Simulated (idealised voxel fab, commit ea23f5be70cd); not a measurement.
Module name: voxel transistor to metal (process module)
Cross-section cut: width 160 nm, square cells of 5 nm.
If you're reading a cross-section in this doc, picture square cells in a grid; it comes to you as bands, top ones listed first down to the bottom, and a band can be one or more rows of cells. The entry gives the band's vertical extent as a top height and a bottom height in nm, then its horizontal make-up as materials from left to right, each with a width in nm. "empty" stands for empty space; a single material marked "throughout" fills the band edge to edge. Measure heights from 0. That's the level where, below it, the as-received wafer is all one material. The lowest band is bottomless and extends downward; write it as in "0 -> down". With a width like "30..40", each row of cells in the band differs from the next by the same amount, the top row carrying the first number and the bottom row the second. Step marked "identical to before"? Then no cell in the cross-section changed in it. "Enclosed internal voids" contains a list of empty spaces, each no smaller than 8 cells and without an open way to the top, written in the form width x height at distance with the distance from the left edge and all three in nm. Heads up: the bit after the settings on a step's line is the simulator's remark on that step. For masked steps, "overlay nm" on the step line gives how far right of plan the mask actually lay; a minus sign means it lay to the left.
## Listed below are the process steps as planned
1) RECEIVE [material Si]
2) CONFORMAL_DEP [material SiO2] [thk nm 5]
3) CONFORMAL_DEP [material SiN] [thk nm 10]
4) MASKED_ETCH [tone cover] [mask id ACTIVE] [width nm 115] [etch materials SiN] [depth nm 10] [overlay nm 0]
5) MASKED_ETCH [tone cover] [mask id ACTIVE] [width nm 125] [etch materials SiO2] [depth nm 5] [overlay nm 0]
6) MASKED_ETCH [tone cover] [mask id ACTIVE] [width nm 125] [etch materials Si] [depth nm 20] [overlay nm 0]
7) OXIDIZE [depth nm 5]
8) FILL_DEP [material SiO2] [thk nm 5]
9) CMP [height nm 15]
10) SELECTIVE_ETCH [etch materials SiO2] [depth nm 10]
11) STRIP [etch materials SiN]
12) SELECTIVE_ETCH [etch materials SiO2] [depth nm 5]
13) OXIDIZE [depth nm 5]
14) DIRECTIONAL_DEP [material polySi] [thk nm 25]
15) DIRECTIONAL_DEP [material SiCN] [thk nm 15]
16) PATTERN [tone cover] [mask id GATE] [material resist] [width nm 35] [thk nm 15] [overlay nm 0]
17) DIRECTIONAL_ETCH [etch materials SiCN] [depth nm 25]
18) DIRECTIONAL_ETCH [etch materials polySi] [depth nm 35]
19) STRIP [etch materials resist]
20) CONFORMAL_DEP [material SiO2] [thk nm 5]
21) DIRECTIONAL_ETCH [etch materials SiO2] [depth nm 5]
22) CONFORMAL_DEP [material SiN] [thk nm 10]
23) DIRECTIONAL_ETCH [etch materials SiN] [depth nm 10]
24) DIRECTIONAL_ETCH [etch materials SiO2] [depth nm 5]
25) EPI [material SiGe] [thk nm 5]
26) FILL_DEP [material SiO2] [thk nm 5]
27) CMP [height nm 25]
28) STRIP [etch materials polySi]
29) SELECTIVE_ETCH [etch materials SiO2] [depth nm 5]
30) CONFORMAL_DEP [material HfO2] [thk nm 5]
31) CONFORMAL_DEP [material TiN] [thk nm 5]
32) FILL_DEP [material W] [thk nm 10]
33) CMP [height nm 20]
34) DIRECTIONAL_DEP [material SiO2] [thk nm 15]
35) MASKED_ETCH [tone open] [mask id CONTACT] [width nm 20] [pitch nm 85] [etch materials SiO2] [depth nm 35] [overlay nm 0]
36) CONFORMAL_DEP [material TiN] [thk nm 5]
37) FILL_DEP [material Ru] [thk nm 5]
38) CMP [height nm 35]
39) CONFORMAL_DEP [material SiCN] [thk nm 5]
40) DIRECTIONAL_DEP [material SiO2] [thk nm 20]
41) DIRECTIONAL_DEP [material aC] [thk nm 10]
42) PATTERN [tone open] [mask id METAL_1] [material resist] [width nm 20] [pitch nm 85] [thk nm 25] [overlay nm 0]
43) DIRECTIONAL_ETCH [etch materials aC] [depth nm 10]
44) STRIP [etch materials resist]
45) DIRECTIONAL_ETCH [etch materials SiO2] [depth nm 20]
46) DIRECTIONAL_ETCH [etch materials SiCN] [depth nm 5]
47) STRIP [etch materials aC]
48) CONFORMAL_DEP [material TiN] [thk nm 5]
49) FILL_DEP [material Cu] [thk nm 5]
50) CMP [height nm 60]
51) CONFORMAL_DEP [material SiCN] [thk nm 5]
52) DIRECTIONAL_DEP [material lowk] [thk nm 25]
53) PATTERN [tone open] [mask id METAL_2] [material resist] [width nm 20] [pitch nm 85] [thk nm 20] [overlay nm 0]
54) DIRECTIONAL_ETCH [etch materials lowk] [depth nm 15]
55) STRIP [etch materials resist]
56) MASKED_ETCH [tone open] [mask id METAL_2_HOLES] [width nm 15] [pitch nm 85] [etch materials lowk] [depth nm 10] [overlay nm 0]
57) MASKED_ETCH [tone open] [mask id METAL_2_HOLES] [width nm 15] [pitch nm 85] [etch materials SiCN] [depth nm 5] [overlay nm 0]
58) CONFORMAL_DEP [material TiN] [thk nm 5]
59) FILL_DEP [material Cu] [thk nm 10]
60) CMP [height nm 90]
61) CONFORMAL_DEP [material SiN] [thk nm 5]
Split variable: width nm, step 4. Plan value = first wafer. Wafers start alike.
## The first of several wafers in cross-section, exactly as it reached us after step 1
  0 -> down | Si throughout
  Enclosed internal voids: none
## Row per wafer, end-of-module: cell gain (+)/loss (-) by material since the wafer came in, then closed voids
width nm 115 | +30 Cu | +17 HfO2 | +24 Ru | -68 Si | +50 SiCN | +12 SiGe | +48 SiN | +259 SiO2 | +97 TiN | +15 W | +124 lowk | Enclosed internal voids: none
width nm 120 | +30 Cu | +17 HfO2 | +24 Ru | -68 Si | +50 SiCN | +12 SiGe | +48 SiN | +259 SiO2 | +97 TiN | +15 W | +124 lowk | Enclosed internal voids: none
width nm 125 | +30 Cu | +17 HfO2 | +24 Ru | -68 Si | +50 SiCN | +12 SiGe | +48 SiN | +259 SiO2 | +97 TiN | +15 W | +124 lowk | Enclosed internal voids: none
width nm 130 | +30 Cu | +17 HfO2 | +24 Ru | -64 Si | +50 SiCN | +13 SiGe | +48 SiN | +254 SiO2 | +97 TiN | +15 W | +124 lowk | Enclosed internal voids: none
